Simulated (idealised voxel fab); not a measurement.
process module | voxel gate over fins
cross-section cut | 255 nm wide | cells 5 nm
A cross-section is a grid of square cells, given in bands from the top down. A band is one or more rows of cells.
Each band's line starts with the height of the band's top and of its bottom, in nm. Then come its materials from left to right, each with its width in nm. One material with "throughout" fills the band from edge to edge. "air" is empty space.
Height 0 is the level under which the wafer as received is all one material. The lowest band goes on downwards, as in "0 down".
A width such as "30 to 40" changes by the same amount from each row of cells to the next, from the band's top row to its bottom row.
"no change" after a step means that no cell of the cross-section changed.
closed voids: empty space of 8 cells or more with no open way to the top, each as width x height at its distance from the left edge, in nm
after a step's settings: what the simulator itself notes on the step
overlay nm, on a step with a mask: how far to the right of its planned place the mask lay; to the left if negative
plan
1 op RECEIVE | material Si
2 op CONFORMAL_DEP | material SiN | thk nm 10
3 op MASKED_ETCH | tone cover | mask id FINS | width nm 15 | pitch nm 45 | etch materials SiN | depth nm 10 | overlay nm 0
4 op MASKED_ETCH | tone cover | mask id FINS | width nm 15 | pitch nm 45 | etch materials Si | depth nm 30 | overlay nm 0
5 op OXIDIZE | depth nm 5
6 op FILL_DEP | material SiO2 | thk nm 10
7 op CMP | height nm 10
8 op SELECTIVE_ETCH | etch materials SiO2 | depth nm 25
9 op STRIP | etch materials SiN
10 op CONFORMAL_DEP | material HfO2 | thk nm 5
11 op CONFORMAL_DEP | material TiN | thk nm 5
12 op FILL_DEP | material W | thk nm 15
13 op CMP | height nm 20
14 op CONFORMAL_DEP | material SiN | thk nm 10
varied across the wafers: thk nm of step 10. The plan shows the first wafer's value. All wafers start alike
first wafer as received, after step 1
  0 down: Si throughout
  closed voids: none
first wafer at the end, after step 14
  30 to 20: SiN throughout
  20 to 10: W throughout
  10 to 5: W 90 | TiN 25 | W 20 | TiN 25 | W 95
  5 to 0: W 90 | TiN 5 | HfO2 15 | TiN 5 | W 20 | TiN 5 | HfO2 15 | TiN 5 | W 95
  0 to -5: W 90 | TiN 5 | HfO2 5 | Si 5 | HfO2 5 | TiN 5 | W 20 | TiN 5 | HfO2 5 | Si 5 | HfO2 5 | TiN 5 | W 95
  -5 to -10: TiN 95 | HfO2 5 | Si 5 | HfO2 5 | TiN 30 | HfO2 5 | Si 5 | HfO2 5 | TiN 100
  -10 to -15: HfO2 100 | Si 5 | HfO2 40 | Si 5 | HfO2 105
  -15 to -35: SiO2 100 | Si 5 | SiO2 40 | Si 5 | SiO2 105
  -35 down: Si throughout
  closed voids: none
last wafer at the end
  30 to 20: SiN throughout
  20 to 10: W 75 | TiN 5 | HfO2 90 | TiN 5 | W 80
  10 to 5: TiN 80 | HfO2 90 | TiN 85
  5 to 0: HfO2 throughout
  0 to -15: HfO2 100 | Si 5 | HfO2 40 | Si 5 | HfO2 105
  -15 to -35: SiO2 100 | Si 5 | SiO2 40 | Si 5 | SiO2 105
  -35 down: Si throughout
  closed voids: none
each wafer at the end: cells of each material gained (+) or lost (-) since it was received, then its closed voids
thk nm 5 | +63 HfO2 | -343 Si | +102 SiN | +196 SiO2 | +63 TiN | +225 W | closed voids: none
thk nm 10 | +126 HfO2 | -343 Si | +102 SiN | +196 SiO2 | +63 TiN | +162 W | closed voids: none
thk nm 15 | +189 HfO2 | -343 Si | +102 SiN | +196 SiO2 | +63 TiN | +99 W | closed voids: none
thk nm 20 | +252 HfO2 | -343 Si | +102 SiN | +196 SiO2 | +37 TiN | +62 W | closed voids: none
